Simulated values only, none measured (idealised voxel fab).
The document below concerns the process module designated voxel transistor to metal.
Each square cell in cross-section cut measures 5 nm, and the section as a whole is 235 nm wide.
How to read a cross-section here: the picture is a grid of square cells, written as bands going from the top down, and any band can span one or more rows of cells. What a band's entry tells you: where the top is and where the bottom is, as heights in nm, and after that what lies inside, material by material from left to right, each with its width in nm. Empty space is written as the word "blank", and a single material marked with the word "all across" occupies the band from edge to edge. Note: height 0 marks the level under which the wafer is uniformly one material as received. Lowest band unbounded below, written "z 0 and below". It should be noted that a width expressed as "30 to 40" varies in equal increments from row to row of cells within the band, taking the value of the first number at the top row and that of the second number at the bottom row. "no modifications", as given for a step, is the statement that not any cell of the cross-section underwent a change during that step. "Entrapped void list": empty spaces of 8 cells or more with no open way to the top, each given as width x height at distance, distance from the left edge, all in nm. Note: text after step settings on the step line = simulator remark on that step. Among the settings permitted on a step's line is "overlay nm"; applied to a step with a mask, it specifies the extent to which the mask lay to the right of its planned position, whereas a negative figure signifies a position to the left.

## Planned step list for the process
1) op RECEIVE | material Si
2) op OXIDIZE | depth nm 5
3) op CONFORMAL_DEP | material SiN | thk nm 15
4) op DIRECTIONAL_DEP | material aC | thk nm 15
5) op PATTERN | tone cover | mask id ACTIVE | material resist | width nm 85 | pitch nm 105 | thk nm 35 | overlay nm 0
6) op DIRECTIONAL_ETCH | etch materials aC | depth nm 15
7) op STRIP | etch materials resist
8) op DIRECTIONAL_ETCH | etch materials SiN | depth nm 15
9) op DIRECTIONAL_ETCH | etch materials SiO2 | depth nm 5
10) op DIRECTIONAL_ETCH | etch materials Si | depth nm 30
11) op STRIP | etch materials aC
12) op OXIDIZE | depth nm 5
13) op FILL_DEP | material SiO2 | thk nm 15
14) op CMP | height nm 15
15) op SELECTIVE_ETCH | etch materials SiO2 | depth nm 10
16) op STRIP | etch materials SiN
17) op SELECTIVE_ETCH | etch materials SiO2 | depth nm 5
18) op OXIDIZE | depth nm 5
19) op DIRECTIONAL_DEP | material polySi | thk nm 20
20) op DIRECTIONAL_DEP | material SiCN | thk nm 15
21) op DIRECTIONAL_DEP | material aC | thk nm 10
22) op PATTERN | tone cover | mask id GATE | material resist | width nm 15 | pitch nm 105 | thk nm 30 | overlay nm 0
23) op DIRECTIONAL_ETCH | etch materials aC | depth nm 10
24) op STRIP | etch materials resist
25) op DIRECTIONAL_ETCH | etch materials SiCN | depth nm 25
26) op DIRECTIONAL_ETCH | etch materials polySi | depth nm 30
27) op STRIP | etch materials aC
28) op CONFORMAL_DEP | material SiO2 | thk nm 5
29) op DIRECTIONAL_ETCH | etch materials SiO2 | depth nm 5
30) op CONFORMAL_DEP | material SiN | thk nm 5
31) op DIRECTIONAL_ETCH | etch materials SiN | depth nm 5
32) op DIRECTIONAL_ETCH | etch materials SiO2 | depth nm 5
33) op DIRECTIONAL_ETCH | etch materials Si | depth nm 5
34) op EPI | material SiGe | thk nm 5
35) op FILL_DEP | material SiO2 | thk nm 5
36) op CMP | height nm 30
37) op DIRECTIONAL_DEP | material SiO2 | thk nm 10
38) op PATTERN | tone open | mask id CONTACT | material resist | width nm 15 | thk nm 15 | overlay nm 0
39) op DIRECTIONAL_ETCH | etch materials SiO2 | depth nm 50
40) op STRIP | etch materials resist
41) op CONFORMAL_DEP | material TiN | thk nm 5
42) op FILL_DEP | material W | thk nm 10
43) op CMP | height nm 40
44) op DIRECTIONAL_DEP | material TiN | thk nm 5
45) op DIRECTIONAL_DEP | material W | thk nm 25
46) op MASKED_ETCH | tone cover | mask id METAL_1 | width nm 15 | etch materials W | depth nm 25 | overlay nm 0
47) op MASKED_ETCH | tone cover | mask id METAL_1 | width nm 15 | etch materials TiN | depth nm 5 | overlay nm 0
48) op FILL_DEP | material SiO2 | thk nm 10
49) op CMP | height nm 70
50) op CONFORMAL_DEP | material SiCN | thk nm 5
51) op DIRECTIONAL_DEP | material SiO2 | thk nm 30
52) op PATTERN | tone open | mask id METAL_2 | material resist | width nm 15 | pitch nm 105 | thk nm 15 | overlay nm 0
53) op DIRECTIONAL_ETCH | etch materials SiO2 | depth nm 15
54) op STRIP | etch materials resist
55) op PATTERN | tone open | mask id METAL_2_HOLES | material resist | width nm 15 | pitch nm 105 | thk nm 20 | overlay nm 0
56) op DIRECTIONAL_ETCH | etch materials SiO2 | depth nm 15
57) op DIRECTIONAL_ETCH | etch materials SiCN | depth nm 5
58) op STRIP | etch materials resist
59) op CONFORMAL_DEP | material TiN | thk nm 5
60) op FILL_DEP | material Ru | thk nm 5
61) op CMP | height nm 105
62) op CONFORMAL_DEP | material SiCN | thk nm 5

## As received (post step 1): cross-section
- z 0 and below  Si all across
- Entrapped void list: none

## Here's the wafer cut in cross-section after the module, started and planned just like above, except one thing was done wrong in the run
- z 110 to 105  SiCN all across
- z 105 to 75  SiO2=25; TiN=5; Ru=5; TiN=5; SiO2=90; TiN=5; Ru=5; TiN=5; SiO2=90
- z 75 to 70  SiCN=25; TiN=15; SiCN=90; TiN=15; SiCN=90
- z 70 to 45  SiO2=25; W=15; SiO2=45; W=15; SiO2=30; W=15; SiO2=45; W=15; SiO2=30
- z 45 to 40  SiO2=25; TiN=15; SiO2=45; TiN=15; SiO2=30; TiN=15; SiO2=45; TiN=15; SiO2=30
- z 40 to 30  SiO2=25; polySi=5; W=5; polySi=5; SiO2=45; polySi=5; W=5; polySi=5; SiO2=30; polySi=5; W=5; polySi=5; SiO2=45; polySi=5; W=5; polySi=5; SiO2=30
- z 30 to 15  SiO2=25; polySi=5; W=5; polySi=5; SiO2=5; SiN=5; SiO2=5; SiCN=15; SiO2=5; SiN=5; SiO2=5; polySi=5; W=5; polySi=5; SiO2=30; polySi=5; W=5; polySi=5; SiO2=5; SiN=5; SiO2=5; SiCN=15; SiO2=5; SiN=5; SiO2=5; polySi=5; W=5; polySi=5; SiO2=30
- z 15 to 0  SiO2=25; polySi=5; W=5; polySi=5; SiO2=5; SiN=5; SiO2=5; polySi=15; SiO2=5; SiN=5; SiO2=5; polySi=5; W=5; polySi=5; SiO2=30; polySi=5; W=5; polySi=5; SiO2=5; SiN=5; SiO2=5; polySi=15; SiO2=5; SiN=5; SiO2=5; polySi=5; W=5; polySi=5; SiO2=30
- z 0 to -5  SiO2=20; SiN=5; polySi=5; W=5; polySi=5; SiO2=5; SiN=5; SiO2=5; polySi=15; SiO2=5; SiN=5; SiO2=5; polySi=5; W=5; polySi=5; SiN=5; SiO2=20; SiN=5; polySi=5; W=5; polySi=5; SiO2=5; SiN=5; SiO2=5; polySi=15; SiO2=5; SiN=5; SiO2=5; polySi=5; W=5; polySi=5; SiN=5; SiO2=25
- z -5 to -10  SiO2=25; polySi=15; SiGe=5; SiO2=35; SiGe=5; polySi=15; SiO2=30; polySi=15; SiGe=5; SiO2=35; SiGe=5; polySi=15; SiO2=30
- z -10 to -15  SiO2=25; SiGe=20; Si=35; SiGe=20; SiO2=30; SiGe=20; Si=35; SiGe=20; SiO2=30
- z -15 to -40  SiO2=25; Si=75; SiO2=30; Si=75; SiO2=30
- z -40 and below  Si all across
- Entrapped void list: none
Error vs. plan: for step 41, the planned setting was not used; the step was instead run as op CONFORMAL_DEP | material polySi | thk nm 5
